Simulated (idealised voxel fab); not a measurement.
The process module presented herein is designated voxel ribs on slabs.
The figure presents cross-section cut, which has a width of 150 nm and is divided into square cells with an edge length of 5 nm.
Square cells in a grid make up a cross-section in this document, and the grid is given as bands, listed from the top down, each one or more rows of cells. Basically the band line says how high the top is and how high the bottom is, in nm, and then what's in it from left to right, every material with its width in nm. Empty space shows up as "empty", and if a single material carries "throughout" it runs the full band edge to edge. For the purposes of this specification, 0 denotes the height below which the wafer in its as-received condition is composed wholly of one material, and the lowermost band, lacking a lower limit, extends downward without end, as expressed in "top 0, no bottom". Top row gets the first number, bottom row gets the second, and each row in between changes by the same step: that is how a band width like "30 to 40" works. No cell of the cross-section changed in a step that is given as "nothing altered". "closed voids" contains a list of empty spaces, each no smaller than 8 cells and without an open way to the top, written in the form width x height at distance with the distance from the left edge and all three in nm. Post-settings text on a step line: simulator's own remark regarding the step. "overlay nm" answers the question of how far to the right of plan the mask lay on a step that has a mask, and when it is negative the answer is to the left.

-- Process steps foreseen in the plan
- 1: RECEIVE [material Si]
- 2: DIRECTIONAL_DEP [material SiO2] [thk nm 25]
- 3: DIRECTIONAL_DEP [material polySi] [thk nm 25]
- 4: DIRECTIONAL_DEP [material aC] [thk nm 10]
- 5: PATTERN [tone cover] [mask id RIB] [material resist] [width nm 25] [thk nm 25] [overlay nm 0]
- 6: DIRECTIONAL_ETCH [etch materials aC] [depth nm 10]
- 7: STRIP [etch materials resist]
- 8: DIRECTIONAL_ETCH [etch materials polySi] [depth nm 10]
- 9: STRIP [etch materials aC]
- 10: MASKED_ETCH [tone cover] [mask id SLAB] [width nm 55] [etch materials polySi] [depth nm 15] [overlay nm 0]
- 11: FILL_DEP [material SiO2] [thk nm 15]
- 12: CMP [height nm 60]
- 13: DIRECTIONAL_DEP [material W] [thk nm 5]
- 14: DIRECTIONAL_DEP [material aC] [thk nm 10]
- 15: PATTERN [tone cover] [mask id HEATER] [material resist] [width nm 35] [thk nm 30] [overlay nm 0]
- 16: DIRECTIONAL_ETCH [etch materials aC] [depth nm 10]
- 17: STRIP [etch materials resist]
- 18: DIRECTIONAL_ETCH [etch materials W] [depth nm 5]
- 19: STRIP [etch materials aC]
- 20: CONFORMAL_DEP [material SiN] [thk nm 5]

-- First out of two wafers; run went to plan

-- Incoming wafer, cross-sectional view, post step 1
- top 0, no bottom: Si throughout
- closed voids: none

-- Wafer xsec, post step 2
- top 25, bottom 0: SiO2 throughout
- Below 0 it's all the same as before, nothing changed down there.

-- Wafer xsec, post step 3
- top 50, bottom 25: polySi throughout
- Below 25 it's all the same as before, nothing changed down there.

-- Wafer xsec, post step 4
- top 60, bottom 50: aC throughout
- Below 50 it's all the same as before, nothing changed down there.

-- Wafer xsec, post step 5
- top 85, bottom 60: empty 60 nm, resist 25 nm, empty 65 nm
- Below 60 it's all the same as before, nothing changed down there.

-- Wafer xsec, post step 6
- top 75, bottom 60: empty 60 nm, resist 25 nm, empty 65 nm
- top 60, bottom 50: empty 60 nm, aC 25 nm, empty 65 nm
- Below 50 it's all the same as before, nothing changed down there.

-- Wafer xsec, post step 7
- top 60, bottom 50: empty 60 nm, aC 25 nm, empty 65 nm
- Below 50 it's all the same as before, nothing changed down there.

-- Wafer xsec, post step 8
- top 60, bottom 50: empty 60 nm, aC 25 nm, empty 65 nm
- top 50, bottom 40: empty 60 nm, polySi 25 nm, empty 65 nm
- Below 40 it's all the same as before, nothing changed down there.

-- Wafer xsec, post step 9
- top 50, bottom 40: empty 60 nm, polySi 25 nm, empty 65 nm
- Below 40 it's all the same as before, nothing changed down there.

-- Wafer xsec, post step 10
- top 50, bottom 40: empty 60 nm, polySi 25 nm, empty 65 nm
- top 40, bottom 25: empty 45 nm, polySi 55 nm, empty 50 nm
- Below 25 it's all the same as before, nothing changed down there.

-- Wafer xsec, post step 11
- top 65, bottom 50: SiO2 throughout
- top 50, bottom 40: SiO2 60 nm, polySi 25 nm, SiO2 65 nm
- top 40, bottom 25: SiO2 45 nm, polySi 55 nm, SiO2 50 nm
- Below 25 it's all the same as before, nothing changed down there.

-- Wafer xsec, post step 12
- top 60, bottom 50: SiO2 throughout
- Below 50 it's all the same as before, nothing changed down there.

-- Wafer xsec, post step 13
- top 65, bottom 60: W throughout
- Below 60 it's all the same as before, nothing changed down there.

-- Wafer xsec, post step 14
- top 75, bottom 65: aC throughout
- Below 65 it's all the same as before, nothing changed down there.

-- Wafer xsec, post step 15
- top 105, bottom 75: empty 55 nm, resist 35 nm, empty 60 nm
- Below 75 it's all the same as before, nothing changed down there.

-- Wafer xsec, post step 16
- top 95, bottom 75: empty 55 nm, resist 35 nm, empty 60 nm
- top 75, bottom 65: empty 55 nm, aC 35 nm, empty 60 nm
- Below 65 it's all the same as before, nothing changed down there.

-- Wafer xsec, post step 17
- top 75, bottom 65: empty 55 nm, aC 35 nm, empty 60 nm
- Below 65 it's all the same as before, nothing changed down there.

-- Wafer xsec, post step 18
- top 75, bottom 65: empty 55 nm, aC 35 nm, empty 60 nm
- top 65, bottom 60: empty 55 nm, W 35 nm, empty 60 nm
- Below 60 it's all the same as before, nothing changed down there.

-- Wafer xsec, post step 19
- top 65, bottom 60: empty 55 nm, W 35 nm, empty 60 nm
- Below 60 it's all the same as before, nothing changed down there.

-- Wafer xsec, post step 20
- top 70, bottom 65: empty 50 nm, SiN 45 nm, empty 55 nm
- top 65, bottom 60: SiN 55 nm, W 35 nm, SiN 60 nm
- Below 60 it's all the same as before, nothing changed down there.

-- It is to be noted that the second wafer proceeded from the same initial state and according to the same plan as the first, although one mistake was committed in its execution; through step 12, inclusive, the two wafers share an identical history

-- Cross-sectional view of the second wafer at the intended end time of process step 13
- top 65, bottom 60: SiN throughout
- Below 60 it's all the same as before, nothing changed down there.

-- Cross-sectional view of the second wafer at the intended end time of process step 14
- top 75, bottom 65: aC throughout
- Below 65 it's all the same as before, nothing changed down there.

-- Cross-sectional view of the second wafer at the intended end time of process step 15
- top 105, bottom 75: empty 55 nm, resist 35 nm, empty 60 nm
- Below 75 it's all the same as before, nothing changed down there.

-- Cross-sectional view of the second wafer at the intended end time of process step 16
- top 95, bottom 75: empty 55 nm, resist 35 nm, empty 60 nm
- top 75, bottom 65: empty 55 nm, aC 35 nm, empty 60 nm
- Below 65 it's all the same as before, nothing changed down there.

-- Cross-sectional view of the second wafer at the intended end time of process step 17
- top 75, bottom 65: empty 55 nm, aC 35 nm, empty 60 nm
- Below 65 it's all the same as before, nothing changed down there.

Cross-sectional view of the second wafer at the intended end time of process step 18: nothing altered

-- Cross-sectional view of the second wafer at the intended end time of process step 19
- top 65, bottom 60: SiN throughout
- Below 60 it's all the same as before, nothing changed down there.

-- Cross-sectional view of the second wafer at the intended end time of process step 20
- top 70, bottom 60: SiN throughout
- Below 60 it's all the same as before, nothing changed down there.
Deviation from plan: heads up, step 13 didn't go per plan, it actually ran as DIRECTIONAL_DEP [material SiN] [thk nm 5]
FYI, end of process, the second wafer has more or fewer cells of some materials than the first: SiN: 28 more | W: 7 fewer
